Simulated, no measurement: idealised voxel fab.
process module | voxel self aligned vias
cross-section cut | 170 nm wide | cells 5 nm
A cross-section is a grid of square cells, given in bands from the top down. A band is one or more rows of cells.
Each band's line starts with the height of the band's top and of its bottom, in nm. Then come its materials from left to right, each with its width in nm. One material with "throughout" fills the band from edge to edge. "air" is empty space.
Height 0 is the level under which the wafer as received is all one material. The lowest band goes on downwards, as in "0 down".
A width such as "30 to 40" changes by the same amount from each row of cells to the next, from the band's top row to its bottom row.
"no change" after a step means that no cell of the cross-section changed.
closed voids: empty space of 8 cells or more with no open way to the top, each as width x height at its distance from the left edge, in nm
after a step's settings: what the simulator itself notes on the step
overlay nm, on a step with a mask: how far to the right of its planned place the mask lay; to the left if negative
plan
1 op RECEIVE | material Si
2 op CONFORMAL_DEP | material SiO2 | thk nm 15
3 op CONFORMAL_DEP | material SiCN | thk nm 5
4 op DIRECTIONAL_DEP | material SiO2 | thk nm 30
5 op MASKED_ETCH | tone open | mask id LINES | width nm 30 | pitch nm 75 | etch materials SiO2 | depth nm 30 | overlay nm 0
6 op CONFORMAL_DEP | material TiN | thk nm 5
7 op FILL_DEP | material W | thk nm 5
8 op CMP | height nm 50
9 op SELECTIVE_ETCH | etch materials W Ru TiN | depth nm 10
10 op FILL_DEP | material SiN | thk nm 5
11 op CMP | height nm 50
12 op DIRECTIONAL_DEP | material SiO2 | thk nm 20
13 op PATTERN | tone open | mask id VIAS | material resist | width nm 50 | pitch nm 75 | thk nm 20 | overlay nm -5
14 op DIRECTIONAL_ETCH | etch materials SiO2 | depth nm 20
15 op DIRECTIONAL_ETCH | etch materials SiN | depth nm 10
16 op STRIP | etch materials resist
17 op CONFORMAL_DEP | material TiN | thk nm 5
18 op FILL_DEP | material Cu | thk nm 5
19 op CMP | height nm 70
20 op CONFORMAL_DEP | material SiCN | thk nm 5
varied across the wafers: overlay nm of step 13. The plan shows the first wafer's value. All wafers start alike
first wafer as received, after step 1
  0 down: Si throughout
  closed voids: none
first wafer at the end, after step 20
  75 to 70: SiCN throughout
  70 to 55: SiO2 15 | TiN 5 | Cu 40 | TiN 5 | SiO2 25 | TiN 5 | Cu 40 | TiN 5 | SiO2 30
  55 to 45: SiO2 15 to 30 | TiN 20 to 5 | Cu 20 | TiN 10 to 5 | SiO2 25 to 45 | TiN 20 to 5 | Cu 20 | TiN 10 to 5 | SiO2 30 to 35
  45 to 40: SiO2 30 | TiN 30 | SiO2 45 | TiN 30 | SiO2 35
  40 to 25: SiO2 30 | TiN 5 | W 20 | TiN 5 | SiO2 45 | TiN 5 | W 20 | TiN 5 | SiO2 35
  25 to 20: SiO2 30 | TiN 30 | SiO2 45 | TiN 30 | SiO2 35
  20 to 15: SiCN throughout
  15 to 0: SiO2 throughout
  0 down: Si throughout
  closed voids: none
last wafer at the end
  75 to 70: SiCN throughout
  70 to 55: SiO2 30 | TiN 5 | Cu 40 | TiN 5 | SiO2 25 | TiN 5 | Cu 40 | TiN 5 | SiO2 15
  55 to 45: SiO2 30 | TiN 5 | Cu 20 | TiN 25 to 5 | SiO2 25 to 45 | TiN 5 | Cu 20 | TiN 25 to 5 | SiO2 15 to 35
  45 to 40: SiO2 30 | TiN 30 | SiO2 45 | TiN 30 | SiO2 35
  40 to 25: SiO2 30 | TiN 5 | W 20 | TiN 5 | SiO2 45 | TiN 5 | W 20 | TiN 5 | SiO2 35
  25 to 20: SiO2 30 | TiN 30 | SiO2 45 | TiN 30 | SiO2 35
  20 to 15: SiCN throughout
  15 to 0: SiO2 throughout
  0 down: Si throughout
  closed voids: none
each wafer at the end: cells of each material gained (+) or lost (-) since it was received, then its closed voids
overlay nm -5 | +64 Cu | +68 SiCN | +290 SiO2 | +64 TiN | +24 W | closed voids: none
overlay nm 0 | +64 Cu | +68 SiCN | +290 SiO2 | +64 TiN | +24 W | closed voids: none
overlay nm 5 | +64 Cu | +68 SiCN | +290 SiO2 | +64 TiN | +24 W | closed voids: none
overlay nm 10 | +64 Cu | +68 SiCN | +290 SiO2 | +64 TiN | +24 W | closed voids: none
